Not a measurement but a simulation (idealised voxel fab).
process module | voxel transistor to metal
cross-section cut | 160 nm wide | cells 5 nm
A cross-section is a grid of square cells, given in bands from the top down. A band is one or more rows of cells.
Each band's line starts with the height of the band's top and of its bottom, in nm. Then come its materials from left to right, each with its width in nm. One material with "throughout" fills the band from edge to edge. "air" is empty space.
Height 0 is the level under which the wafer as received is all one material. The lowest band goes on downwards, as in "0 down".
A width such as "30 to 40" changes by the same amount from each row of cells to the next, from the band's top row to its bottom row.
"no change" after a step means that no cell of the cross-section changed.
closed voids: empty space of 8 cells or more with no open way to the top, each as width x height at its distance from the left edge, in nm
after a step's settings: what the simulator itself notes on the step
overlay nm, on a step with a mask: how far to the right of its planned place the mask lay; to the left if negative
plan
1 op RECEIVE | material Si
2 op CONFORMAL_DEP | material SiO2 | thk nm 5
3 op CONFORMAL_DEP | material SiN | thk nm 15
4 op DIRECTIONAL_DEP | material aC | thk nm 10
5 op PATTERN | tone cover | mask id ACTIVE | material resist | width nm 90 | thk nm 30 | overlay nm 0
6 op DIRECTIONAL_ETCH | etch materials aC | depth nm 10
7 op STRIP | etch materials resist
8 op DIRECTIONAL_ETCH | etch materials SiN | depth nm 15
9 op DIRECTIONAL_ETCH | etch materials SiO2 | depth nm 5
10 op DIRECTIONAL_ETCH | etch materials Si | depth nm 35
11 op STRIP | etch materials aC
12 op FILL_DEP | material SiO2 | thk nm 5
13 op CMP | height nm 20
14 op SELECTIVE_ETCH | etch materials SiO2 | depth nm 10
15 op STRIP | etch materials SiN
16 op SELECTIVE_ETCH | etch materials SiO2 | depth nm 5
17 op OXIDIZE | depth nm 5
18 op DIRECTIONAL_DEP | material polySi | thk nm 20
19 op DIRECTIONAL_DEP | material SiCN | thk nm 10
20 op PATTERN | tone cover | mask id GATE | material resist | width nm 20 | thk nm 20 | overlay nm 0
21 op DIRECTIONAL_ETCH | etch materials SiCN | depth nm 20
22 op DIRECTIONAL_ETCH | etch materials polySi | depth nm 30
23 op STRIP | etch materials resist
24 op CONFORMAL_DEP | material SiN | thk nm 5
25 op DIRECTIONAL_ETCH | etch materials SiN | depth nm 5
26 op DIRECTIONAL_ETCH | etch materials SiO2 | depth nm 5
27 op DIRECTIONAL_ETCH | etch materials Si | depth nm 10
28 op EPI | material SiGe | thk nm 10
29 op FILL_DEP | material SiO2 | thk nm 10
30 op CMP | height nm 30
31 op DIRECTIONAL_DEP | material SiO2 | thk nm 15
32 op MASKED_ETCH | tone open | mask id CONTACT | width nm 15 | pitch nm 65 | etch materials SiO2 | depth nm 50 | overlay nm 0
33 op CONFORMAL_DEP | material TiN | thk nm 5
34 op FILL_DEP | material W | thk nm 5
35 op CMP | height nm 45
36 op DIRECTIONAL_DEP | material TiN | thk nm 5
37 op DIRECTIONAL_DEP | material Ru | thk nm 15
38 op MASKED_ETCH | tone cover | mask id METAL_1 | width nm 15 | pitch nm 65 | etch materials Ru | depth nm 15 | overlay nm 0
39 op MASKED_ETCH | tone cover | mask id METAL_1 | width nm 15 | pitch nm 65 | etch materials TiN | depth nm 5 | overlay nm 0
40 op FILL_DEP | material lowk | thk nm 5
41 op CMP | height nm 65
42 op CONFORMAL_DEP | material SiCN | thk nm 5
43 op DIRECTIONAL_DEP | material lowk | thk nm 25
44 op MASKED_ETCH | tone open | mask id METAL_2 | width nm 15 | pitch nm 65 | etch materials lowk | depth nm 15 | overlay nm 0
45 op PATTERN | tone open | mask id METAL_2_HOLES | material resist | width nm 15 | pitch nm 65 | thk nm 20 | overlay nm 0
46 op DIRECTIONAL_ETCH | etch materials lowk | depth nm 10
47 op DIRECTIONAL_ETCH | etch materials SiCN | depth nm 5
48 op STRIP | etch materials resist
49 op CONFORMAL_DEP | material TiN | thk nm 5
50 op FILL_DEP | material Cu | thk nm 10
51 op CMP | height nm 95
52 op CONFORMAL_DEP | material SiCN | thk nm 5
first wafer, as planned
as received, after step 1
  0 down: Si throughout
  closed voids: none
after step 2
  5 to 0: SiO2 throughout
  below 0: unchanged
after step 3
  20 to 5: SiN throughout
  below 5: unchanged
after step 4
  30 to 20: aC throughout
  below 20: unchanged
after step 5
  60 to 30: air 35 | resist 90 | air 35
  below 30: unchanged
after step 6
  50 to 30: air 35 | resist 90 | air 35
  30 to 20: air 35 | aC 90 | air 35
  below 20: unchanged
after step 7
  30 to 20: air 35 | aC 90 | air 35
  below 20: unchanged
after step 8
  30 to 20: air 35 | aC 90 | air 35
  20 to 5: air 35 | SiN 90 | air 35
  below 5: unchanged
after step 9
  30 to 20: air 35 | aC 90 | air 35
  20 to 5: air 35 | SiN 90 | air 35
  5 to 0: air 35 | SiO2 90 | air 35
  below 0: unchanged
after step 10
  30 to 20: air 35 | aC 90 | air 35
  20 to 5: air 35 | SiN 90 | air 35
  5 to 0: air 35 | SiO2 90 | air 35
  0 to -35: air 35 | Si 90 | air 35
  below -35: unchanged
after step 11
  20 to 5: air 35 | SiN 90 | air 35
  below 5: unchanged
after step 12
  25 to 20: SiO2 throughout
  20 to 5: SiO2 35 | SiN 90 | SiO2 35
  5 to 0: SiO2 throughout
  0 to -35: SiO2 35 | Si 90 | SiO2 35
  below -35: unchanged
after step 13
  20 to 5: SiO2 35 | SiN 90 | SiO2 35
  below 5: unchanged
after step 14
  20 to 10: air 35 | SiN 90 | air 35
  below 10: unchanged
after step 15
  10 to 5: SiO2 35 | air 90 | SiO2 35
  below 5: unchanged
after step 16
  5 to 0: SiO2 30 | air 100 | SiO2 30
  below 0: unchanged
after step 17
  5 to 0: SiO2 30 | air 100 | SiO2 30
  0 to -5: SiO2 throughout
  below -5: unchanged
after step 18
  25 to 20: polySi 30 | air 100 | polySi 30
  20 to 5: polySi throughout
  5 to 0: SiO2 30 | polySi 100 | SiO2 30
  below 0: unchanged
after step 19
  35 to 30: SiCN 30 | air 100 | SiCN 30
  30 to 25: SiCN throughout
  25 to 20: polySi 30 | SiCN 100 | polySi 30
  below 20: unchanged
after step 20
  55 to 35: air 70 | resist 20 | air 70
  35 to 30: SiCN 30 | air 40 | resist 20 | air 40 | SiCN 30
  below 30: unchanged
after step 21
  55 to 30: air 70 | resist 20 | air 70
  30 to 25: air 70 | SiCN 20 | air 70
  25 to 20: polySi 30 | air 40 | SiCN 20 | air 40 | polySi 30
  below 20: unchanged
after step 22
  55 to 30: air 70 | resist 20 | air 70
  30 to 20: air 70 | SiCN 20 | air 70
  20 to 5: air 70 | polySi 20 | air 70
  5 to 0: SiO2 30 | air 40 | polySi 20 | air 40 | SiO2 30
  below 0: unchanged
after step 23
  30 to 20: air 70 | SiCN 20 | air 70
  below 20: unchanged
after step 24
  35 to 30: air 65 | SiN 30 | air 65
  30 to 20: air 65 | SiN 5 | SiCN 20 | SiN 5 | air 65
  20 to 10: air 65 | SiN 5 | polySi 20 | SiN 5 | air 65
  10 to 5: SiN 35 | air 30 | SiN 5 | polySi 20 | SiN 5 | air 30 | SiN 35
  5 to 0: SiO2 30 | SiN 40 | polySi 20 | SiN 40 | SiO2 30
  below 0: unchanged
after step 25
  30 to 20: air 65 | SiN 5 | SiCN 20 | SiN 5 | air 65
  20 to 5: air 65 | SiN 5 | polySi 20 | SiN 5 | air 65
  5 to 0: SiO2 30 | SiN 5 | air 30 | SiN 5 | polySi 20 | SiN 5 | air 30 | SiN 5 | SiO2 30
  below 0: unchanged
after step 26
  30 to 20: air 65 | SiN 5 | SiCN 20 | SiN 5 | air 65
  20 to 5: air 65 | SiN 5 | polySi 20 | SiN 5 | air 65
  5 to 0: air 30 | SiN 5 | air 30 | SiN 5 | polySi 20 | SiN 5 | air 30 | SiN 5 | air 30
  0 to -5: SiO2 35 | air 30 | SiO2 30 | air 30 | SiO2 35
  below -5: unchanged
after step 27
  30 to 20: air 65 | SiN 5 | SiCN 20 | SiN 5 | air 65
  20 to 5: air 65 | SiN 5 | polySi 20 | SiN 5 | air 65
  5 to 0: air 30 | SiN 5 | air 30 | SiN 5 | polySi 20 | SiN 5 | air 30 | SiN 5 | air 30
  0 to -5: SiO2 35 | air 30 | SiO2 30 | air 30 | SiO2 35
  -5 to -15: SiO2 35 | air 30 | Si 30 | air 30 | SiO2 35
  below -15: unchanged
after step 28
  30 to 20: air 65 | SiN 5 | SiCN 20 | SiN 5 | air 65
  20 to 5: air 65 | SiN 5 | polySi 20 | SiN 5 | air 65
  5 to 0: air 30 | SiN 5 | air 20 | SiGe 10 | SiN 5 | polySi 20 | SiN 5 | SiGe 10 | air 20 | SiN 5 | air 30
  0 to -5: SiO2 35 | air 20 | SiGe 10 | SiO2 30 | SiGe 10 | air 20 | SiO2 35
  -5 to -15: SiO2 35 | SiGe 30 | Si 30 | SiGe 30 | SiO2 35
  below -15: unchanged
after step 29
  40 to 30: SiO2 throughout
  30 to 20: SiO2 65 | SiN 5 | SiCN 20 | SiN 5 | SiO2 65
  20 to 5: SiO2 65 | SiN 5 | polySi 20 | SiN 5 | SiO2 65
  5 to 0: SiO2 30 | SiN 5 | SiO2 20 | SiGe 10 | SiN 5 | polySi 20 | SiN 5 | SiGe 10 | SiO2 20 | SiN 5 | SiO2 30
  0 to -5: SiO2 55 | SiGe 10 | SiO2 30 | SiGe 10 | SiO2 55
  below -5: unchanged
after step 30
  30 to 20: SiO2 65 | SiN 5 | SiCN 20 | SiN 5 | SiO2 65
  below 20: unchanged
after step 31
  45 to 30: SiO2 throughout
  below 30: unchanged
after step 32
  45 to 30: SiO2 40 | air 15 | SiO2 50 | air 15 | SiO2 40
  30 to 20: SiO2 40 | air 15 | SiO2 10 | SiN 5 | SiCN 20 | SiN 5 | SiO2 10 | air 15 | SiO2 40
  20 to 5: SiO2 40 | air 15 | SiO2 10 | SiN 5 | polySi 20 | SiN 5 | SiO2 10 | air 15 | SiO2 40
  5 to 0: SiO2 30 | SiN 5 | SiO2 5 | air 15 | SiGe 10 | SiN 5 | polySi 20 | SiN 5 | SiGe 10 | air 15 | SiO2 5 | SiN 5 | SiO2 30
  0 to -5: SiO2 40 | air 15 | SiGe 10 | SiO2 30 | SiGe 10 | air 15 | SiO2 40
  below -5: unchanged
after step 33
  50 to 45: TiN 45 | air 5 | TiN 60 | air 5 | TiN 45
  45 to 30: SiO2 40 | TiN 5 | air 5 | TiN 5 | SiO2 50 | TiN 5 | air 5 | TiN 5 | SiO2 40
  30 to 20: SiO2 40 | TiN 5 | air 5 | TiN 5 | SiO2 10 | SiN 5 | SiCN 20 | SiN 5 | SiO2 10 | TiN 5 | air 5 | TiN 5 | SiO2 40
  20 to 5: SiO2 40 | TiN 5 | air 5 | TiN 5 | SiO2 10 | SiN 5 | polySi 20 | SiN 5 | SiO2 10 | TiN 5 | air 5 | TiN 5 | SiO2 40
  5 to 0: SiO2 30 | SiN 5 | SiO2 5 | TiN 5 | air 5 | TiN 5 | SiGe 10 | SiN 5 | polySi 20 | SiN 5 | SiGe 10 | TiN 5 | air 5 | TiN 5 | SiO2 5 | SiN 5 | SiO2 30
  0 to -5: SiO2 40 | TiN 15 | SiGe 10 | SiO2 30 | SiGe 10 | TiN 15 | SiO2 40
  below -5: unchanged
after step 34
  55 to 50: W throughout
  50 to 45: TiN 45 | W 5 | TiN 60 | W 5 | TiN 45
  45 to 30: SiO2 40 | TiN 5 | W 5 | TiN 5 | SiO2 50 | TiN 5 | W 5 | TiN 5 | SiO2 40
  30 to 20: SiO2 40 | TiN 5 | W 5 | TiN 5 | SiO2 10 | SiN 5 | SiCN 20 | SiN 5 | SiO2 10 | TiN 5 | W 5 | TiN 5 | SiO2 40
  20 to 5: SiO2 40 | TiN 5 | W 5 | TiN 5 | SiO2 10 | SiN 5 | polySi 20 | SiN 5 | SiO2 10 | TiN 5 | W 5 | TiN 5 | SiO2 40
  5 to 0: SiO2 30 | SiN 5 | SiO2 5 | TiN 5 | W 5 | TiN 5 | SiGe 10 | SiN 5 | polySi 20 | SiN 5 | SiGe 10 | TiN 5 | W 5 | TiN 5 | SiO2 5 | SiN 5 | SiO2 30
  below 0: unchanged
after step 35
  45 to 30: SiO2 40 | TiN 5 | W 5 | TiN 5 | SiO2 50 | TiN 5 | W 5 | TiN 5 | SiO2 40
  below 30: unchanged
after step 36
  50 to 45: TiN throughout
  below 45: unchanged
after step 37
  65 to 50: Ru throughout
  below 50: unchanged
after step 38
  65 to 50: air 40 | Ru 15 | air 50 | Ru 15 | air 40
  below 50: unchanged
after step 39
  65 to 50: air 40 | Ru 15 | air 50 | Ru 15 | air 40
  50 to 45: air 40 | TiN 15 | air 50 | TiN 15 | air 40
  below 45: unchanged
after step 40
  70 to 65: lowk throughout
  65 to 50: lowk 40 | Ru 15 | lowk 50 | Ru 15 | lowk 40
  50 to 45: lowk 40 | TiN 15 | lowk 50 | TiN 15 | lowk 40
  below 45: unchanged
after step 41
  65 to 50: lowk 40 | Ru 15 | lowk 50 | Ru 15 | lowk 40
  below 50: unchanged
after step 42
  70 to 65: SiCN throughout
  below 65: unchanged
after step 43
  95 to 70: lowk throughout
  below 70: unchanged
after step 44
  95 to 80: lowk 40 | air 15 | lowk 50 | air 15 | lowk 40
  below 80: unchanged
after step 45
  115 to 95: resist 40 | air 15 | resist 50 | air 15 | resist 40
  below 95: unchanged
after step 46
  115 to 95: resist 40 | air 15 | resist 50 | air 15 | resist 40
  95 to 70: lowk 40 | air 15 | lowk 50 | air 15 | lowk 40
  below 70: unchanged
after step 47
  115 to 95: resist 40 | air 15 | resist 50 | air 15 | resist 40
  95 to 70: lowk 40 | air 15 | lowk 50 | air 15 | lowk 40
  70 to 65: SiCN 40 | air 15 | SiCN 50 | air 15 | SiCN 40
  below 65: unchanged
after step 48
  95 to 70: lowk 40 | air 15 | lowk 50 | air 15 | lowk 40
  below 70: unchanged
after step 49
  100 to 95: TiN 45 | air 5 | TiN 60 | air 5 | TiN 45
  95 to 70: lowk 40 | TiN 5 | air 5 | TiN 5 | lowk 50 | TiN 5 | air 5 | TiN 5 | lowk 40
  70 to 65: SiCN 40 | TiN 15 | SiCN 50 | TiN 15 | SiCN 40
  below 65: unchanged
after step 50
  110 to 100: Cu throughout
  100 to 95: TiN 45 | Cu 5 | TiN 60 | Cu 5 | TiN 45
  95 to 70: lowk 40 | TiN 5 | Cu 5 | TiN 5 | lowk 50 | TiN 5 | Cu 5 | TiN 5 | lowk 40
  below 70: unchanged
after step 51
  95 to 70: lowk 40 | TiN 5 | Cu 5 | TiN 5 | lowk 50 | TiN 5 | Cu 5 | TiN 5 | lowk 40
  below 70: unchanged
after step 52
  100 to 95: SiCN throughout
  below 95: unchanged
second wafer: like start, like plan, one mistake. Through step 31 it matches the first wafer
when step 32 should have ended
  45 to 30: SiO2 45 | air 15 | SiO2 50 | air 15 | SiO2 35
  30 to 20: SiO2 45 | air 15 | SiO2 5 | SiN 5 | SiCN 20 | SiN 5 | SiO2 15 | air 15 | SiO2 35
  20 to 5: SiO2 45 | air 15 | SiO2 5 | SiN 5 | polySi 20 | SiN 5 | SiO2 15 | air 15 | SiO2 35
  5 to 0: SiO2 30 | SiN 5 | SiO2 10 | air 10 | SiGe 10 | SiN 5 | polySi 20 | SiN 5 | SiGe 10 | SiO2 5 | air 15 | SiN 5 | SiO2 30
  0 to -5: SiO2 45 | air 10 | SiGe 10 | SiO2 30 | SiGe 10 | SiO2 5 | air 15 | SiO2 35
  below -5: unchanged
when step 33 should have ended
  50 to 45: TiN 50 | air 5 | TiN 60 | air 5 | TiN 40
  45 to 30: SiO2 45 | TiN 5 | air 5 | TiN 5 | SiO2 50 | TiN 5 | air 5 | TiN 5 | SiO2 35
  30 to 20: SiO2 45 | TiN 5 | air 5 | TiN 5 | SiO2 5 | SiN 5 | SiCN 20 | SiN 5 | SiO2 15 | TiN 5 | air 5 | TiN 5 | SiO2 35
  20 to 10: SiO2 45 | TiN 5 | air 5 | TiN 5 | SiO2 5 | SiN 5 | polySi 20 | SiN 5 | SiO2 15 | TiN 5 | air 5 | TiN 5 | SiO2 35
  10 to 5: SiO2 45 | TiN 15 | SiO2 5 | SiN 5 | polySi 20 | SiN 5 | SiO2 15 | TiN 5 | air 5 | TiN 5 | SiO2 35
  5 to 0: SiO2 30 | SiN 5 | SiO2 10 | TiN 10 | SiGe 10 | SiN 5 | polySi 20 | SiN 5 | SiGe 10 | SiO2 5 | TiN 5 | air 5 | TiN 5 | SiN 5 | SiO2 30
  0 to -5: SiO2 45 | TiN 10 | SiGe 10 | SiO2 30 | SiGe 10 | SiO2 5 | TiN 15 | SiO2 35
  below -5: unchanged
when step 34 should have ended
  55 to 50: W throughout
  50 to 45: TiN 50 | W 5 | TiN 60 | W 5 | TiN 40
  45 to 30: SiO2 45 | TiN 5 | W 5 | TiN 5 | SiO2 50 | TiN 5 | W 5 | TiN 5 | SiO2 35
  30 to 20: SiO2 45 | TiN 5 | W 5 | TiN 5 | SiO2 5 | SiN 5 | SiCN 20 | SiN 5 | SiO2 15 | TiN 5 | W 5 | TiN 5 | SiO2 35
  20 to 10: SiO2 45 | TiN 5 | W 5 | TiN 5 | SiO2 5 | SiN 5 | polySi 20 | SiN 5 | SiO2 15 | TiN 5 | W 5 | TiN 5 | SiO2 35
  10 to 5: SiO2 45 | TiN 15 | SiO2 5 | SiN 5 | polySi 20 | SiN 5 | SiO2 15 | TiN 5 | W 5 | TiN 5 | SiO2 35
  5 to 0: SiO2 30 | SiN 5 | SiO2 10 | TiN 10 | SiGe 10 | SiN 5 | polySi 20 | SiN 5 | SiGe 10 | SiO2 5 | TiN 5 | W 5 | TiN 5 | SiN 5 | SiO2 30
  below 0: unchanged
when step 35 should have ended
  45 to 30: SiO2 45 | TiN 5 | W 5 | TiN 5 | SiO2 50 | TiN 5 | W 5 | TiN 5 | SiO2 35
  below 30: unchanged
when step 36 should have ended
  50 to 45: TiN throughout
  below 45: unchanged
when step 37 should have ended
  65 to 50: Ru throughout
  below 50: unchanged
when step 38 should have ended
  65 to 50: air 40 | Ru 15 | air 50 | Ru 15 | air 40
  below 50: unchanged
when step 39 should have ended
  65 to 50: air 40 | Ru 15 | air 50 | Ru 15 | air 40
  50 to 45: air 40 | TiN 15 | air 50 | TiN 15 | air 40
  below 45: unchanged
when step 40 should have ended
  70 to 65: lowk throughout
  65 to 50: lowk 40 | Ru 15 | lowk 50 | Ru 15 | lowk 40
  50 to 45: lowk 40 | TiN 15 | lowk 50 | TiN 15 | lowk 40
  below 45: unchanged
when step 41 should have ended
  65 to 50: lowk 40 | Ru 15 | lowk 50 | Ru 15 | lowk 40
  below 50: unchanged
when step 42 should have ended
  70 to 65: SiCN throughout
  below 65: unchanged
when step 43 should have ended
  95 to 70: lowk throughout
  below 70: unchanged
when step 44 should have ended
  95 to 80: lowk 40 | air 15 | lowk 50 | air 15 | lowk 40
  below 80: unchanged
when step 45 should have ended
  115 to 95: resist 40 | air 15 | resist 50 | air 15 | resist 40
  below 95: unchanged
when step 46 should have ended
  115 to 95: resist 40 | air 15 | resist 50 | air 15 | resist 40
  95 to 70: lowk 40 | air 15 | lowk 50 | air 15 | lowk 40
  below 70: unchanged
when step 47 should have ended
  115 to 95: resist 40 | air 15 | resist 50 | air 15 | resist 40
  95 to 70: lowk 40 | air 15 | lowk 50 | air 15 | lowk 40
  70 to 65: SiCN 40 | air 15 | SiCN 50 | air 15 | SiCN 40
  below 65: unchanged
when step 48 should have ended
  95 to 70: lowk 40 | air 15 | lowk 50 | air 15 | lowk 40
  below 70: unchanged
when step 49 should have ended
  100 to 95: TiN 45 | air 5 | TiN 60 | air 5 | TiN 45
  95 to 70: lowk 40 | TiN 5 | air 5 | TiN 5 | lowk 50 | TiN 5 | air 5 | TiN 5 | lowk 40
  70 to 65: SiCN 40 | TiN 15 | SiCN 50 | TiN 15 | SiCN 40
  below 65: unchanged
when step 50 should have ended
  110 to 100: Cu throughout
  100 to 95: TiN 45 | Cu 5 | TiN 60 | Cu 5 | TiN 45
  95 to 70: lowk 40 | TiN 5 | Cu 5 | TiN 5 | lowk 50 | TiN 5 | Cu 5 | TiN 5 | lowk 40
  below 70: unchanged
when step 51 should have ended
  95 to 70: lowk 40 | TiN 5 | Cu 5 | TiN 5 | lowk 50 | TiN 5 | Cu 5 | TiN 5 | lowk 40
  below 70: unchanged
when step 52 should have ended
  100 to 95: SiCN throughout
  below 95: unchanged
what went wrong: step 32 ran as: op MASKED_ETCH | tone open | mask id CONTACT | width nm 15 | pitch nm 65 | etch materials SiO2 | depth nm 50 | overlay nm 5
at the end the second wafer has, in cells: 2 more of SiO2 | 2 fewer of W
